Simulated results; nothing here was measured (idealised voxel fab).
process module | voxel transistor to metal
cross-section cut | 260 nm wide | cells 5 nm
A cross-section is a grid of square cells, given in bands from the top down. A band is one or more rows of cells.
Each band's line starts with the height of the band's top and of its bottom, in nm. Then come its materials from left to right, each with its width in nm. One material with "throughout" fills the band from edge to edge. "air" is empty space.
Height 0 is the level under which the wafer as received is all one material. The lowest band goes on downwards, as in "0 down".
A width such as "30 to 40" changes by the same amount from each row of cells to the next, from the band's top row to its bottom row.
"no change" after a step means that no cell of the cross-section changed.
closed voids: empty space of 8 cells or more with no open way to the top, each as width x height at its distance from the left edge, in nm
after a step's settings: what the simulator itself notes on the step
overlay nm, on a step with a mask: how far to the right of its planned place the mask lay; to the left if negative
plan
1 op RECEIVE | material Si
2 op OXIDIZE | depth nm 5
3 op CONFORMAL_DEP | material SiN | thk nm 10
4 op PATTERN | tone cover | mask id ACTIVE | material resist | width nm 105 | pitch nm 125 | thk nm 15 | overlay nm 0
5 op DIRECTIONAL_ETCH | etch materials SiN | depth nm 10
6 op DIRECTIONAL_ETCH | etch materials SiO2 | depth nm 5
7 op DIRECTIONAL_ETCH | etch materials Si | depth nm 30
8 op STRIP | etch materials resist
9 op OXIDIZE | depth nm 5
10 op FILL_DEP | material SiO2 | thk nm 15
11 op CMP | height nm 10
12 op SELECTIVE_ETCH | etch materials SiO2 | depth nm 5
13 op STRIP | etch materials SiN
14 op SELECTIVE_ETCH | etch materials SiO2 | depth nm 5
15 op OXIDIZE | depth nm 5
16 op DIRECTIONAL_DEP | material polySi | thk nm 30
17 op DIRECTIONAL_DEP | material SiCN | thk nm 10
18 op MASKED_ETCH | tone cover | mask id GATE | width nm 15 | pitch nm 125 | etch materials SiCN | depth nm 20 | overlay nm 0
19 op MASKED_ETCH | tone cover | mask id GATE | width nm 15 | pitch nm 125 | etch materials polySi | depth nm 40 | overlay nm 0
20 op CONFORMAL_DEP | material SiO2 | thk nm 5
21 op DIRECTIONAL_ETCH | etch materials SiO2 | depth nm 5
22 op CONFORMAL_DEP | material SiN | thk nm 10
23 op DIRECTIONAL_ETCH | etch materials SiN | depth nm 10
24 op DIRECTIONAL_ETCH | etch materials SiO2 | depth nm 5
25 op EPI | material SiGe | thk nm 5
26 op FILL_DEP | material SiO2 | thk nm 10
27 op CMP | height nm 35
28 op DIRECTIONAL_DEP | material SiO2 | thk nm 15
29 op PATTERN | tone open | mask id CONTACT | material resist | width nm 20 | thk nm 15 | overlay nm 0
30 op DIRECTIONAL_ETCH | etch materials SiO2 | depth nm 55
31 op STRIP | etch materials resist
32 op CONFORMAL_DEP | material TiN | thk nm 5
33 op FILL_DEP | material Ru | thk nm 5
34 op CMP | height nm 50
35 op CONFORMAL_DEP | material SiCN | thk nm 5
36 op DIRECTIONAL_DEP | material lowk | thk nm 15
37 op MASKED_ETCH | tone open | mask id METAL_1 | width nm 20 | etch materials lowk | depth nm 15 | overlay nm 0
38 op MASKED_ETCH | tone open | mask id METAL_1 | width nm 20 | etch materials SiCN | depth nm 5 | overlay nm 0
39 op CONFORMAL_DEP | material TiN | thk nm 5
40 op FILL_DEP | material W | thk nm 10
41 op CMP | height nm 70
42 op CONFORMAL_DEP | material SiCN | thk nm 5
43 op DIRECTIONAL_DEP | material SiO2 | thk nm 35
44 op DIRECTIONAL_DEP | material aC | thk nm 10
45 op PATTERN | tone open | mask id METAL_2_HOLES | material resist | width nm 15 | pitch nm 125 | thk nm 30 | overlay nm 0
46 op DIRECTIONAL_ETCH | etch materials aC | depth nm 10
47 op STRIP | etch materials resist
48 op DIRECTIONAL_ETCH | etch materials SiO2 | depth nm 35
49 op STRIP | etch materials aC
50 op PATTERN | tone open | mask id METAL_2 | material resist | width nm 20 | pitch nm 125 | thk nm 20 | overlay nm 0
51 op DIRECTIONAL_ETCH | etch materials SiO2 | depth nm 20
52 op DIRECTIONAL_ETCH | etch materials SiCN | depth nm 5
53 op STRIP | etch materials resist
54 op CONFORMAL_DEP | material TiN | thk nm 5
55 op FILL_DEP | material Cu | thk nm 5
56 op CMP | height nm 110
57 op CONFORMAL_DEP | material SiN | thk nm 5
as received, after step 1
  0 down: Si throughout
  closed voids: none
first wafer at the end, as planned
  115 to 110: SiN throughout
  110 to 95: SiO2 25 | TiN 5 | Cu 10 | TiN 5 | SiO2 105 | TiN 5 | Cu 10 | TiN 5 | SiO2 90
  95 to 90: SiO2 25 | TiN 5 | Cu 5 | TiN 10 | SiO2 105 | TiN 5 | Cu 5 | TiN 10 | SiO2 90
  90 to 75: SiO2 25 | TiN 5 | Cu 5 | TiN 5 | SiO2 110 | TiN 5 | Cu 5 | TiN 5 | SiO2 95
  75 to 70: SiCN 25 | TiN 15 | SiCN 110 | TiN 15 | SiCN 95
  70 to 55: lowk 25 | TiN 5 | W 10 | TiN 5 | lowk 45 | TiN 5 | W 10 | TiN 5 | lowk 40 | TiN 5 | W 10 | TiN 5 | lowk 45 | TiN 5 | W 10 | TiN 5 | lowk 25
  55 to 50: SiCN 25 | TiN 20 | SiCN 45 | TiN 20 | SiCN 40 | TiN 20 | SiCN 45 | TiN 20 | SiCN 25
  50 to 35: SiO2 25 | TiN 5 | Ru 10 | TiN 5 | SiO2 45 | TiN 5 | Ru 10 | TiN 5 | SiO2 40 | TiN 5 | Ru 10 | TiN 5 | SiO2 45 | TiN 5 | Ru 10 | TiN 5 | SiO2 25
  35 to 25: SiO2 25 | TiN 5 | Ru 10 | TiN 5 | SiN 10 | SiO2 5 | SiCN 15 | SiO2 5 | SiN 10 | TiN 5 | Ru 10 | TiN 5 | SiO2 40 | TiN 5 | Ru 10 | TiN 5 | SiN 10 | SiO2 5 | SiCN 15 | SiO2 5 | SiN 10 | TiN 5 | Ru 10 | TiN 5 | SiO2 25
  25 to 0: SiO2 25 | TiN 5 | Ru 10 | TiN 5 | SiN 10 | SiO2 5 | polySi 15 | SiO2 5 | SiN 10 | TiN 5 | Ru 10 | TiN 5 | SiO2 40 | TiN 5 | Ru 10 | TiN 5 | SiN 10 | SiO2 5 | polySi 15 | SiO2 5 | SiN 10 | TiN 5 | Ru 10 | TiN 5 | SiO2 25
  0 to -5: SiO2 15 | SiN 10 | TiN 20 | SiN 10 | SiO2 5 | polySi 15 | SiO2 5 | SiN 10 | TiN 20 | SiN 10 | SiO2 20 | SiN 10 | TiN 20 | SiN 10 | SiO2 5 | polySi 15 | SiO2 5 | SiN 10 | TiN 20 | SiN 10 | SiO2 15
  -5 to -10: SiO2 25 | SiGe 20 | SiO2 45 | SiGe 20 | SiO2 40 | SiGe 20 | SiO2 45 | SiGe 20 | SiO2 25
  -10 to -40: SiO2 20 | Si 95 | SiO2 30 | Si 95 | SiO2 20
  -40 down: Si throughout
  closed voids: none
second wafer at the end: like start, like plan, one mistake
  115 to 110: SiN throughout
  110 to 105: SiCN 25 | TiN 20 | SiCN 105 | TiN 20 | SiCN 90
  105 to 70: SiO2 throughout
  70 to 55: lowk 25 | TiN 5 | W 10 | TiN 5 | lowk 45 | TiN 5 | W 10 | TiN 5 | lowk 40 | TiN 5 | W 10 | TiN 5 | lowk 45 | TiN 5 | W 10 | TiN 5 | lowk 25
  55 to 50: SiCN 25 | TiN 20 | SiCN 45 | TiN 20 | SiCN 40 | TiN 20 | SiCN 45 | TiN 20 | SiCN 25
  50 to 35: SiO2 25 | TiN 5 | Ru 10 | TiN 5 | SiO2 45 | TiN 5 | Ru 10 | TiN 5 | SiO2 40 | TiN 5 | Ru 10 | TiN 5 | SiO2 45 | TiN 5 | Ru 10 | TiN 5 | SiO2 25
  35 to 25: SiO2 25 | TiN 5 | Ru 10 | TiN 5 | SiN 10 | SiO2 5 | SiCN 15 | SiO2 5 | SiN 10 | TiN 5 | Ru 10 | TiN 5 | SiO2 40 | TiN 5 | Ru 10 | TiN 5 | SiN 10 | SiO2 5 | SiCN 15 | SiO2 5 | SiN 10 | TiN 5 | Ru 10 | TiN 5 | SiO2 25
  25 to 0: SiO2 25 | TiN 5 | Ru 10 | TiN 5 | SiN 10 | SiO2 5 | polySi 15 | SiO2 5 | SiN 10 | TiN 5 | Ru 10 | TiN 5 | SiO2 40 | TiN 5 | Ru 10 | TiN 5 | SiN 10 | SiO2 5 | polySi 15 | SiO2 5 | SiN 10 | TiN 5 | Ru 10 | TiN 5 | SiO2 25
  0 to -5: SiO2 15 | SiN 10 | TiN 20 | SiN 10 | SiO2 5 | polySi 15 | SiO2 5 | SiN 10 | TiN 20 | SiN 10 | SiO2 20 | SiN 10 | TiN 20 | SiN 10 | SiO2 5 | polySi 15 | SiO2 5 | SiN 10 | TiN 20 | SiN 10 | SiO2 15
  -5 to -10: SiO2 25 | SiGe 20 | SiO2 45 | SiGe 20 | SiO2 40 | SiGe 20 | SiO2 45 | SiGe 20 | SiO2 25
  -10 to -40: SiO2 20 | Si 95 | SiO2 30 | Si 95 | SiO2 20
  -40 down: Si throughout
  closed voids: none
what went wrong: steps 42 and 43 were swapped
at the end the second wafer has, in cells: 20 fewer of Cu | 2 fewer of SiCN | 50 more of SiO2 | 28 fewer of TiN
